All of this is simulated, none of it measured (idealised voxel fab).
Title: Process Module voxel ribs on slabs
Cross-sectional view cut (width: 155 nm; square cell size: 5 nm).
Bands, listed from the top down, are how a cross-section gets written in this document; the cross-section itself is a grid of square cells, and a band is one or more rows of them. Band: top height; bottom height; in nm. Then, left to right: material with width in nm, for each material. "all across": a single material spanning edge to edge. "empty": empty space. Heights are expressed relative to 0, this being the level below which the as-received wafer comprises one material exclusively. The lowest band is unbounded in the downward direction and is denoted as in "0 -> down". Graded width ("30 to 40"): value in top row of band = first number; value in bottom row = second number; row-to-row change constant. "no modification" (step): cross-section cells unchanged, all of them. You'll see "closed voids" listing empty spaces that have no way open to the top, as long as they're 8 cells or more; the notation is width x height at distance, where the distance is from the left edge, and all of it is in nm. It should be noted that, on the line of a given step, the content following the step's settings is a remark produced by the simulator itself with respect to that step. The line of a step may include "overlay nm". On a step with a mask, this value is how far to the right of its planned place the mask lay. A negative value means the mask lay to the left.

The following list gives the planned process steps:
1,RECEIVE, material Si
2,DIRECTIONAL_DEP, material SiO2, thk nm 25
3,DIRECTIONAL_DEP, material SiN, thk nm 20
4,DIRECTIONAL_DEP, material aC, thk nm 15
5,PATTERN, tone cover, mask id RIB, material resist, width nm 30, thk nm 35, overlay nm 0
6,DIRECTIONAL_ETCH, etch materials aC, depth nm 15
7,STRIP, etch materials resist
8,DIRECTIONAL_ETCH, etch materials SiN, depth nm 10
9,STRIP, etch materials aC
10,DIRECTIONAL_DEP, material aC, thk nm 15
11,PATTERN, tone cover, mask id SLAB, material resist, width nm 60, thk nm 30, overlay nm 0
12,DIRECTIONAL_ETCH, etch materials aC, depth nm 15
13,STRIP, etch materials resist
14,DIRECTIONAL_ETCH, etch materials SiN, depth nm 10
15,STRIP, etch materials aC
16,FILL_DEP, material SiO2, thk nm 20
17,CMP, height nm 55
18,DIRECTIONAL_DEP, material TiN, thk nm 10
19,PATTERN, tone cover, mask id HEATER, material resist, width nm 40, thk nm 20, overlay nm 0
20,DIRECTIONAL_ETCH, etch materials TiN, depth nm 10
21,STRIP, etch materials resist
22,CONFORMAL_DEP, material SiN, thk nm 5

First wafer, as planned:

Delivered wafer in cross-section: state after step 1:
* 0 -> down = Si all across
* closed voids: none

Wafer after step 2 (cross-section):
* 25 -> 0 = SiO2 all across
* Whatever lies below 0 is exactly as it was before.

Wafer after step 3 (cross-section):
* 45 -> 25 = SiN all across
* Whatever lies below 25 is exactly as it was before.

Wafer after step 4 (cross-section):
* 60 -> 45 = aC all across
* Whatever lies below 45 is exactly as it was before.

Wafer after step 5 (cross-section):
* 95 -> 60 = 60 nm empty, 30 nm resist, 65 nm empty
* Whatever lies below 60 is exactly as it was before.

Wafer after step 6 (cross-section):
* 80 -> 60 = 60 nm empty, 30 nm resist, 65 nm empty
* 60 -> 45 = 60 nm empty, 30 nm aC, 65 nm empty
* Whatever lies below 45 is exactly as it was before.

Wafer after step 7 (cross-section):
* 60 -> 45 = 60 nm empty, 30 nm aC, 65 nm empty
* Whatever lies below 45 is exactly as it was before.

Wafer after step 8 (cross-section):
* 60 -> 45 = 60 nm empty, 30 nm aC, 65 nm empty
* 45 -> 35 = 60 nm empty, 30 nm SiN, 65 nm empty
* Whatever lies below 35 is exactly as it was before.

Wafer after step 9 (cross-section):
* 45 -> 35 = 60 nm empty, 30 nm SiN, 65 nm empty
* Whatever lies below 35 is exactly as it was before.

Wafer after step 10 (cross-section):
* 60 -> 50 = 60 nm empty, 30 nm aC, 65 nm empty
* 50 -> 45 = aC all across
* 45 -> 35 = 60 nm aC, 30 nm SiN, 65 nm aC
* Whatever lies below 35 is exactly as it was before.

Wafer after step 11 (cross-section):
* 90 -> 60 = 45 nm empty, 60 nm resist, 50 nm empty
* 60 -> 50 = 45 nm empty, 15 nm resist, 30 nm aC, 15 nm resist, 50 nm empty
* Whatever lies below 50 is exactly as it was before.

Wafer after step 12 (cross-section):
* 75 -> 60 = 45 nm empty, 60 nm resist, 50 nm empty
* 60 -> 50 = 45 nm empty, 15 nm resist, 30 nm aC, 15 nm resist, 50 nm empty
* 50 -> 45 = 45 nm empty, 60 nm aC, 50 nm empty
* 45 -> 35 = 45 nm empty, 15 nm aC, 30 nm SiN, 15 nm aC, 50 nm empty
* Whatever lies below 35 is exactly as it was before.

Wafer after step 13 (cross-section):
* 60 -> 50 = 60 nm empty, 30 nm aC, 65 nm empty
* Whatever lies below 50 is exactly as it was before.

Wafer after step 14 (cross-section):
* 60 -> 50 = 60 nm empty, 30 nm aC, 65 nm empty
* 50 -> 45 = 45 nm empty, 60 nm aC, 50 nm empty
* 45 -> 35 = 45 nm empty, 15 nm aC, 30 nm SiN, 15 nm aC, 50 nm empty
* 35 -> 25 = 45 nm empty, 60 nm SiN, 50 nm empty
* Whatever lies below 25 is exactly as it was before.

Wafer after step 15 (cross-section):
* 45 -> 35 = 60 nm empty, 30 nm SiN, 65 nm empty
* Whatever lies below 35 is exactly as it was before.

Wafer after step 16 (cross-section):
* 65 -> 45 = SiO2 all across
* 45 -> 35 = 60 nm SiO2, 30 nm SiN, 65 nm SiO2
* 35 -> 25 = 45 nm SiO2, 60 nm SiN, 50 nm SiO2
* Whatever lies below 25 is exactly as it was before.

Wafer after step 17 (cross-section):
* 55 -> 45 = SiO2 all across
* Whatever lies below 45 is exactly as it was before.

Wafer after step 18 (cross-section):
* 65 -> 55 = TiN all across
* Whatever lies below 55 is exactly as it was before.

Wafer after step 19 (cross-section):
* 85 -> 65 = 55 nm empty, 40 nm resist, 60 nm empty
* Whatever lies below 65 is exactly as it was before.

Wafer after step 20 (cross-section):
* 85 -> 65 = 55 nm empty, 40 nm resist, 60 nm empty
* 65 -> 55 = 55 nm empty, 40 nm TiN, 60 nm empty
* Whatever lies below 55 is exactly as it was before.

Wafer after step 21 (cross-section):
* 65 -> 55 = 55 nm empty, 40 nm TiN, 60 nm empty
* Whatever lies below 55 is exactly as it was before.

Wafer after step 22 (cross-section):
* 70 -> 65 = 50 nm empty, 50 nm SiN, 55 nm empty
* 65 -> 60 = 50 nm empty, 5 nm SiN, 40 nm TiN, 5 nm SiN, 55 nm empty
* 60 -> 55 = 55 nm SiN, 40 nm TiN, 60 nm SiN
* Whatever lies below 55 is exactly as it was before.

Companion wafer, the second of two: same beginning, same intended sequence, one mistake in carrying it out; through step 9 inclusive it tracks the first exactly:

Second wafer: cross-section at the scheduled end of step 10:
* 60 -> 50 = 60 nm empty, 30 nm SiN, 65 nm empty
* 50 -> 25 = SiN all across
* Whatever lies below 25 is exactly as it was before.

Second wafer: cross-section at the scheduled end of step 11:
* 90 -> 60 = 45 nm empty, 60 nm resist, 50 nm empty
* 60 -> 50 = 45 nm empty, 15 nm resist, 30 nm SiN, 15 nm resist, 50 nm empty
* Whatever lies below 50 is exactly as it was before.

Second wafer: cross-section at the scheduled end of step 12:
* 75 -> 60 = 45 nm empty, 60 nm resist, 50 nm empty
* Whatever lies below 60 is exactly as it was before.

Second wafer: cross-section at the scheduled end of step 13:
* 60 -> 50 = 60 nm empty, 30 nm SiN, 65 nm empty
* Whatever lies below 50 is exactly as it was before.

Second wafer: cross-section at the scheduled end of step 14:
* 50 -> 40 = 60 nm empty, 30 nm SiN, 65 nm empty
* Whatever lies below 40 is exactly as it was before.

Second wafer: cross-section at the scheduled end of step 15: no modification

Second wafer: cross-section at the scheduled end of step 16:
* 70 -> 50 = SiO2 all across
* 50 -> 40 = 60 nm SiO2, 30 nm SiN, 65 nm SiO2
* Whatever lies below 40 is exactly as it was before.

Second wafer: cross-section at the scheduled end of step 17:
* 55 -> 50 = SiO2 all across
* Whatever lies below 50 is exactly as it was before.

Second wafer: cross-section at the scheduled end of step 18:
* 65 -> 55 = TiN all across
* Whatever lies below 55 is exactly as it was before.

Second wafer: cross-section at the scheduled end of step 19:
* 85 -> 65 = 55 nm empty, 40 nm resist, 60 nm empty
* Whatever lies below 65 is exactly as it was before.

Second wafer: cross-section at the scheduled end of step 20:
* 85 -> 65 = 55 nm empty, 40 nm resist, 60 nm empty
* 65 -> 55 = 55 nm empty, 40 nm TiN, 60 nm empty
* Whatever lies below 55 is exactly as it was before.

Second wafer: cross-section at the scheduled end of step 21:
* 65 -> 55 = 55 nm empty, 40 nm TiN, 60 nm empty
* Whatever lies below 55 is exactly as it was before.

Second wafer: cross-section at the scheduled end of step 22:
* 70 -> 65 = 50 nm empty, 50 nm SiN, 55 nm empty
* 65 -> 60 = 50 nm empty, 5 nm SiN, 40 nm TiN, 5 nm SiN, 55 nm empty
* 60 -> 55 = 55 nm SiN, 40 nm TiN, 60 nm SiN
* Whatever lies below 55 is exactly as it was before.
Diagnosis: step 10 ran differently from the plan; actual operation with settings: DIRECTIONAL_DEP, material SiN, thk nm 15
End of process, cell counts, second wafer against first, materials with more or fewer: 69 more of SiN | 69 fewer of SiO2
